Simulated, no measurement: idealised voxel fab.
This section sets out a process module, namely voxel ribs on slabs.
It is cross-section cut that appears here, measuring 200 nm in width, its square cells being 5 nm in size.
If you're reading a cross-section in this doc, picture square cells in a grid; it comes to you as bands, top ones listed first down to the bottom, and a band can be one or more rows of cells.
Band: top and bottom heights (nm) first, top before bottom; then materials from left to right, widths in nm. "all across" marks a sole material filling the band edge to edge. "blank" denotes empty space.
Height 0 is the level under which the wafer as received is all one material. The lowest band goes on downwards, as in "from 0 down".
Width: "30..40" (first number = top row, second number = bottom row, same change from row to row of cells).
Step marked "no alterations made"? Then no cell in the cross-section changed in it.
Look at "Sealed-off cavities" for the closed voids: empty spaces with no open path to the top, sized 8 cells or up. Each is width x height at distance, distance from the left edge, all nm.
That trailing text on a step's line, after the settings, is the simulator's own remark on the step.
overlay nm: mask offset rightward from planned place, masked step; negative means leftward offset.
THE FOLLOWING LIST GIVES THE PLANNED PROCESS STEPS
| 1 | RECEIVE with material Si |
| 2 | DIRECTIONAL_DEP with material SiO2, thk nm 20 |
| 3 | DIRECTIONAL_DEP with material SiN, thk nm 20 |
| 4 | DIRECTIONAL_DEP with material aC, thk nm 10 |
| 5 | PATTERN with tone cover, mask id RIB, material resist, width nm 20, thk nm 25, overlay nm 0 |
| 6 | DIRECTIONAL_ETCH with etch materials aC, depth nm 10 |
| 7 | STRIP with etch materials resist |
| 8 | DIRECTIONAL_ETCH with etch materials SiN, depth nm 10 |
| 9 | STRIP with etch materials aC |
| 10 | DIRECTIONAL_DEP with material aC, thk nm 15 |
| 11 | PATTERN with tone cover, mask id SLAB, material resist, width nm 50, thk nm 30, overlay nm 0 |
| 12 | DIRECTIONAL_ETCH with etch materials aC, depth nm 15 |
| 13 | STRIP with etch materials resist |
| 14 | DIRECTIONAL_ETCH with etch materials SiN, depth nm 10 |
| 15 | STRIP with etch materials aC |
| 16 | FILL_DEP with material SiO2, thk nm 30 |
| 17 | CMP with height nm 60 |
| 18 | DIRECTIONAL_DEP with material TiN, thk nm 5 |
| 19 | MASKED_ETCH with tone cover, mask id HEATER, width nm 30, etch materials TiN, depth nm 5, overlay nm 0 |
| 20 | CONFORMAL_DEP with material SiN, thk nm 5 |
BELOW: THE FIRST OF TWO WAFERS, RUN AS PLANNED
SO THIS IS THE INCOMING WAFER IN CROSS-SECTION - IT'S ALREADY BEEN THROUGH STEP 1
from 0 down = Si all across
Sealed-off cavities: none
SO THIS IS THE WAFER CROSS-SECTION RIGHT AFTER STEP 2
from 20 to 0 = SiO2 all across
Nothing below the height 0 has changed.
SO THIS IS THE WAFER CROSS-SECTION RIGHT AFTER STEP 3
from 40 to 20 = SiN all across
Nothing below the height 20 has changed.
SO THIS IS THE WAFER CROSS-SECTION RIGHT AFTER STEP 4
from 50 to 40 = aC all across
Nothing below the height 40 has changed.
SO THIS IS THE WAFER CROSS-SECTION RIGHT AFTER STEP 5
from 75 to 50 = blank 90  resist 20  blank 90
Nothing below the height 50 has changed.
SO THIS IS THE WAFER CROSS-SECTION RIGHT AFTER STEP 6
from 65 to 50 = blank 90  resist 20  blank 90
from 50 to 40 = blank 90  aC 20  blank 90
Nothing below the height 40 has changed.
SO THIS IS THE WAFER CROSS-SECTION RIGHT AFTER STEP 7
from 50 to 40 = blank 90  aC 20  blank 90
Nothing below the height 40 has changed.
SO THIS IS THE WAFER CROSS-SECTION RIGHT AFTER STEP 8
from 50 to 40 = blank 90  aC 20  blank 90
from 40 to 30 = blank 90  SiN 20  blank 90
Nothing below the height 30 has changed.
SO THIS IS THE WAFER CROSS-SECTION RIGHT AFTER STEP 9
from 40 to 30 = blank 90  SiN 20  blank 90
Nothing below the height 30 has changed.
SO THIS IS THE WAFER CROSS-SECTION RIGHT AFTER STEP 10
from 55 to 45 = blank 90  aC 20  blank 90
from 45 to 40 = aC all across
from 40 to 30 = aC 90  SiN 20  aC 90
Nothing below the height 30 has changed.
SO THIS IS THE WAFER CROSS-SECTION RIGHT AFTER STEP 11
from 85 to 55 = blank 75  resist 50  blank 75
from 55 to 45 = blank 75  resist 15  aC 20  resist 15  blank 75
Nothing below the height 45 has changed.
SO THIS IS THE WAFER CROSS-SECTION RIGHT AFTER STEP 12
from 70 to 55 = blank 75  resist 50  blank 75
from 55 to 45 = blank 75  resist 15  aC 20  resist 15  blank 75
from 45 to 40 = blank 75  aC 50  blank 75
from 40 to 30 = blank 75  aC 15  SiN 20  aC 15  blank 75
Nothing below the height 30 has changed.
SO THIS IS THE WAFER CROSS-SECTION RIGHT AFTER STEP 13
from 55 to 45 = blank 90  aC 20  blank 90
Nothing below the height 45 has changed.
SO THIS IS THE WAFER CROSS-SECTION RIGHT AFTER STEP 14
from 55 to 45 = blank 90  aC 20  blank 90
from 45 to 40 = blank 75  aC 50  blank 75
from 40 to 30 = blank 75  aC 15  SiN 20  aC 15  blank 75
from 30 to 20 = blank 75  SiN 50  blank 75
Nothing below the height 20 has changed.
SO THIS IS THE WAFER CROSS-SECTION RIGHT AFTER STEP 15
from 40 to 30 = blank 90  SiN 20  blank 90
Nothing below the height 30 has changed.
SO THIS IS THE WAFER CROSS-SECTION RIGHT AFTER STEP 16
from 70 to 40 = SiO2 all across
from 40 to 30 = SiO2 90  SiN 20  SiO2 90
from 30 to 20 = SiO2 75  SiN 50  SiO2 75
Nothing below the height 20 has changed.
SO THIS IS THE WAFER CROSS-SECTION RIGHT AFTER STEP 17
from 60 to 40 = SiO2 all across
Nothing below the height 40 has changed.
SO THIS IS THE WAFER CROSS-SECTION RIGHT AFTER STEP 18
from 65 to 60 = TiN all across
Nothing below the height 60 has changed.
SO THIS IS THE WAFER CROSS-SECTION RIGHT AFTER STEP 19
from 65 to 60 = blank 85  TiN 30  blank 85
Nothing below the height 60 has changed.
SO THIS IS THE WAFER CROSS-SECTION RIGHT AFTER STEP 20
from 70 to 65 = blank 80  SiN 40  blank 80
from 65 to 60 = SiN 85  TiN 30  SiN 85
Nothing below the height 60 has changed.
IT IS TO BE NOTED THAT THE SECOND WAFER PROCEEDED FROM THE SAME INITIAL STATE AND ACCORDING TO THE SAME PLAN AS THE FIRST, ALTHOUGH ONE MISTAKE WAS COMMITTED IN ITS EXECUTION; THROUGH STEP 4, INCLUSIVE, THE TWO WAFERS SHARE AN IDENTICAL HISTORY
CROSS-SECTIONAL REPRESENTATION OF THE SECOND WAFER AT THE TIME DESIGNATED IN THE PLAN FOR THE COMPLETION OF STEP 5
from 75 to 50 = blank 85  resist 30  blank 85
Nothing below the height 50 has changed.
CROSS-SECTIONAL REPRESENTATION OF THE SECOND WAFER AT THE TIME DESIGNATED IN THE PLAN FOR THE COMPLETION OF STEP 6
from 65 to 50 = blank 85  resist 30  blank 85
from 50 to 40 = blank 85  aC 30  blank 85
Nothing below the height 40 has changed.
CROSS-SECTIONAL REPRESENTATION OF THE SECOND WAFER AT THE TIME DESIGNATED IN THE PLAN FOR THE COMPLETION OF STEP 7
from 50 to 40 = blank 85  aC 30  blank 85
Nothing below the height 40 has changed.
CROSS-SECTIONAL REPRESENTATION OF THE SECOND WAFER AT THE TIME DESIGNATED IN THE PLAN FOR THE COMPLETION OF STEP 8
from 50 to 40 = blank 85  aC 30  blank 85
from 40 to 30 = blank 85  SiN 30  blank 85
Nothing below the height 30 has changed.
CROSS-SECTIONAL REPRESENTATION OF THE SECOND WAFER AT THE TIME DESIGNATED IN THE PLAN FOR THE COMPLETION OF STEP 9
from 40 to 30 = blank 85  SiN 30  blank 85
Nothing below the height 30 has changed.
CROSS-SECTIONAL REPRESENTATION OF THE SECOND WAFER AT THE TIME DESIGNATED IN THE PLAN FOR THE COMPLETION OF STEP 10
from 55 to 45 = blank 85  aC 30  blank 85
from 45 to 40 = aC all across
from 40 to 30 = aC 85  SiN 30  aC 85
Nothing below the height 30 has changed.
CROSS-SECTIONAL REPRESENTATION OF THE SECOND WAFER AT THE TIME DESIGNATED IN THE PLAN FOR THE COMPLETION OF STEP 11
from 85 to 55 = blank 75  resist 50  blank 75
from 55 to 45 = blank 75  resist 10  aC 30  resist 10  blank 75
Nothing below the height 45 has changed.
CROSS-SECTIONAL REPRESENTATION OF THE SECOND WAFER AT THE TIME DESIGNATED IN THE PLAN FOR THE COMPLETION OF STEP 12
from 70 to 55 = blank 75  resist 50  blank 75
from 55 to 45 = blank 75  resist 10  aC 30  resist 10  blank 75
from 45 to 40 = blank 75  aC 50  blank 75
from 40 to 30 = blank 75  aC 10  SiN 30  aC 10  blank 75
Nothing below the height 30 has changed.
CROSS-SECTIONAL REPRESENTATION OF THE SECOND WAFER AT THE TIME DESIGNATED IN THE PLAN FOR THE COMPLETION OF STEP 13
from 55 to 45 = blank 85  aC 30  blank 85
Nothing below the height 45 has changed.
CROSS-SECTIONAL REPRESENTATION OF THE SECOND WAFER AT THE TIME DESIGNATED IN THE PLAN FOR THE COMPLETION OF STEP 14
from 55 to 45 = blank 85  aC 30  blank 85
from 45 to 40 = blank 75  aC 50  blank 75
from 40 to 30 = blank 75  aC 10  SiN 30  aC 10  blank 75
from 30 to 20 = blank 75  SiN 50  blank 75
Nothing below the height 20 has changed.
CROSS-SECTIONAL REPRESENTATION OF THE SECOND WAFER AT THE TIME DESIGNATED IN THE PLAN FOR THE COMPLETION OF STEP 15
from 40 to 30 = blank 85  SiN 30  blank 85
Nothing below the height 30 has changed.
CROSS-SECTIONAL REPRESENTATION OF THE SECOND WAFER AT THE TIME DESIGNATED IN THE PLAN FOR THE COMPLETION OF STEP 16
from 70 to 40 = SiO2 all across
from 40 to 30 = SiO2 85  SiN 30  SiO2 85
from 30 to 20 = SiO2 75  SiN 50  SiO2 75
Nothing below the height 20 has changed.
CROSS-SECTIONAL REPRESENTATION OF THE SECOND WAFER AT THE TIME DESIGNATED IN THE PLAN FOR THE COMPLETION OF STEP 17
from 60 to 40 = SiO2 all across
Nothing below the height 40 has changed.
CROSS-SECTIONAL REPRESENTATION OF THE SECOND WAFER AT THE TIME DESIGNATED IN THE PLAN FOR THE COMPLETION OF STEP 18
from 65 to 60 = TiN all across
Nothing below the height 60 has changed.
CROSS-SECTIONAL REPRESENTATION OF THE SECOND WAFER AT THE TIME DESIGNATED IN THE PLAN FOR THE COMPLETION OF STEP 19
from 65 to 60 = blank 85  TiN 30  blank 85
Nothing below the height 60 has changed.
CROSS-SECTIONAL REPRESENTATION OF THE SECOND WAFER AT THE TIME DESIGNATED IN THE PLAN FOR THE COMPLETION OF STEP 20
from 70 to 65 = blank 80  SiN 40  blank 80
from 65 to 60 = SiN 85  TiN 30  SiN 85
Nothing below the height 60 has changed.
Short version of what went wrong: planned and actual differ for step 5; actual: PATTERN with tone cover, mask id RIB, material resist, width nm 30, thk nm 25, overlay nm 0
The final cell counts differ between the wafers, with the second having more or fewer of some materials than the first: 4 more of SiN; 4 fewer of SiO2
